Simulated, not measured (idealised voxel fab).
Module name: voxel gate over fins (process module)
We display cut, a cross-section 230 nm in width whose square cells are each 5 nm.
The cross-sections in this document take the form of a grid made of square cells. They are written out as bands, in order from top to bottom. Each band consists of one or more rows of cells.
Heights first: top, then bottom, in nm. Then materials, left to right, each with a width in nm. "edge to edge" on a single material: fills the band edge to edge. "blank": empty space.
For the purposes of this specification, 0 denotes the height below which the wafer in its as-received condition is composed wholly of one material, and the lowermost band, lacking a lower limit, extends downward without end, as expressed in "0 down".
Read "30 to 40" as a graded width: first number on top, second number at the bottom, same change between each pair of neighbouring rows.
A step reported as "nothing got changed" is a step in which no cell of the cross-section changed.
Heads up: "Closed-off voids" only lists the empty pockets with no open path to the top that are 8 cells or more, and it writes them as width x height at distance, distance from the left edge, in nm.
Whatever follows a step's settings on its line is a remark the simulator itself makes about that step.
Each step line may optionally specify "overlay nm", which for a step with a mask gives the rightward distance between the mask's planned place and where it lay, a negative value indicating the leftward direction.

List of planned process steps
1,op RECEIVE | material Si
2,op CONFORMAL_DEP | material SiN | thk nm 10
3,op MASKED_ETCH | tone cover | mask id FINS | width nm 15 | pitch nm 50 | etch materials SiN | depth nm 10 | overlay nm 0
4,op MASKED_ETCH | tone cover | mask id FINS | width nm 15 | pitch nm 50 | etch materials Si | depth nm 35 | overlay nm 0
5,op FILL_DEP | material SiO2 | thk nm 5
6,op CMP | height nm 10
7,op MASKED_ETCH | tone open | mask id RAIL | width nm 15 | etch materials SiO2 | depth nm 40 | overlay nm 0
8,op CONFORMAL_DEP | material TiN | thk nm 5
9,op FILL_DEP | material Ru | thk nm 10
10,op CMP | height nm 10
11,op SELECTIVE_ETCH | etch materials W Ru TiN | depth nm 25
12,op FILL_DEP | material SiO2 | thk nm 5
13,op CMP | height nm 10
14,op SELECTIVE_ETCH | etch materials SiO2 | depth nm 25
15,op STRIP | etch materials SiN
16,op CONFORMAL_DEP | material HfO2 | thk nm 5
17,op CONFORMAL_DEP | material TiN | thk nm 5
18,op CONFORMAL_DEP | material TiAl | thk nm 5
19,op CONFORMAL_DEP | material TiN | thk nm 5
20,op FILL_DEP | material W | thk nm 10
21,op CMP | height nm 25
22,op CONFORMAL_DEP | material SiCN | thk nm 5
Among the wafers covered here, the point of difference is the depth nm at step 11; their starting state is shared, and the plan presents the value of the first wafer.

Step 1 complete: as-received cross-section of the first of several wafers
	0 down  Si edge to edge
	Closed-off voids: none

Wafer cross-section (first of several) - module end, post step 22 (last step)
	30 to 25  SiCN edge to edge
	25 to 20  W edge to edge
	20 to 15  W: 60  TiN: 105  W: 65
	15 to 10  W: 60  TiN: 5  TiAl: 45  TiN: 5  TiAl: 45  TiN: 5  W: 65
	10 to 5  W: 60  TiN: 5  TiAl: 5  TiN: 35  TiAl: 5  TiN: 5  TiAl: 5  TiN: 35  TiAl: 5  TiN: 5  W: 65
	5 to 0  TiN: 65  TiAl: 5  TiN: 5  HfO2: 25  TiN: 5  TiAl: 5  TiN: 5  TiAl: 5  TiN: 5  HfO2: 25  TiN: 5  TiAl: 5  TiN: 70
	0 to -5  TiAl: 70  TiN: 5  HfO2: 5  Si: 15  HfO2: 5  TiN: 5  TiAl: 15  TiN: 5  HfO2: 5  Si: 15  HfO2: 5  TiN: 5  TiAl: 75
	-5 to -10  TiN: 75  HfO2: 5  Si: 15  HfO2: 5  TiN: 25  HfO2: 5  Si: 15  HfO2: 5  TiN: 80
	-10 to -15  HfO2: 80  Si: 15  HfO2: 35  Si: 15  HfO2: 85
	-15 to -25  SiO2: 80  Si: 15  SiO2: 10  TiN: 5  Ru: 5  TiN: 5  SiO2: 10  Si: 15  SiO2: 85
	-25 to -30  SiO2: 80  Si: 15  SiO2: 10  TiN: 15  SiO2: 10  Si: 15  SiO2: 85
	-30 to -35  SiO2: 80  Si: 15  SiO2: 35  Si: 15  SiO2: 85
	-35 down  Si edge to edge
	Closed-off voids: none

Here we cross-sectioned the last of the wafers once the module was done
	30 to 25  SiCN edge to edge
	25 to 20  W edge to edge
	20 to 15  W: 60  TiN: 105  W: 65
	15 to 10  W: 60  TiN: 5  TiAl: 45  TiN: 5  TiAl: 45  TiN: 5  W: 65
	10 to 5  W: 60  TiN: 5  TiAl: 5  TiN: 35  TiAl: 5  TiN: 5  TiAl: 5  TiN: 35  TiAl: 5  TiN: 5  W: 65
	5 to 0  TiN: 65  TiAl: 5  TiN: 5  HfO2: 25  TiN: 5  TiAl: 5  TiN: 5  TiAl: 5  TiN: 5  HfO2: 25  TiN: 5  TiAl: 5  TiN: 70
	0 to -5  TiAl: 70  TiN: 5  HfO2: 5  Si: 15  HfO2: 5  TiN: 5  TiAl: 15  TiN: 5  HfO2: 5  Si: 15  HfO2: 5  TiN: 5  TiAl: 75
	-5 to -10  TiN: 75  HfO2: 5  Si: 15  HfO2: 5  TiN: 25  HfO2: 5  Si: 15  HfO2: 5  TiN: 80
	-10 to -15  HfO2: 80  Si: 15  HfO2: 35  Si: 15  HfO2: 85
	-15 to -35  SiO2: 80  Si: 15  SiO2: 35  Si: 15  SiO2: 85
	-35 down  Si edge to edge
	Closed-off voids: none

Per-wafer rows below. For each material: cells gained (+) or lost (-) since the wafer was received, as of end of module. Then: closed voids
depth nm 25 | +58 HfO2 | +2 Ru | -280 Si | +46 SiCN | +151 SiO2 | +58 TiAl | +120 TiN | +121 W | Closed-off voids: none
depth nm 30 | +58 HfO2 | +1 Ru | -280 Si | +46 SiCN | +154 SiO2 | +58 TiAl | +118 TiN | +121 W | Closed-off voids: none
depth nm 35 | +58 HfO2 | -280 Si | +46 SiCN | +157 SiO2 | +58 TiAl | +116 TiN | +121 W | Closed-off voids: none
depth nm 40 | +58 HfO2 | -280 Si | +46 SiCN | +160 SiO2 | +58 TiAl | +113 TiN | +121 W | Closed-off voids: none
depth nm 45 | +58 HfO2 | -280 Si | +46 SiCN | +160 SiO2 | +58 TiAl | +113 TiN | +121 W | Closed-off voids: none
depth nm 50 | +58 HfO2 | -280 Si | +46 SiCN | +160 SiO2 | +58 TiAl | +113 TiN | +121 W | Closed-off voids: none
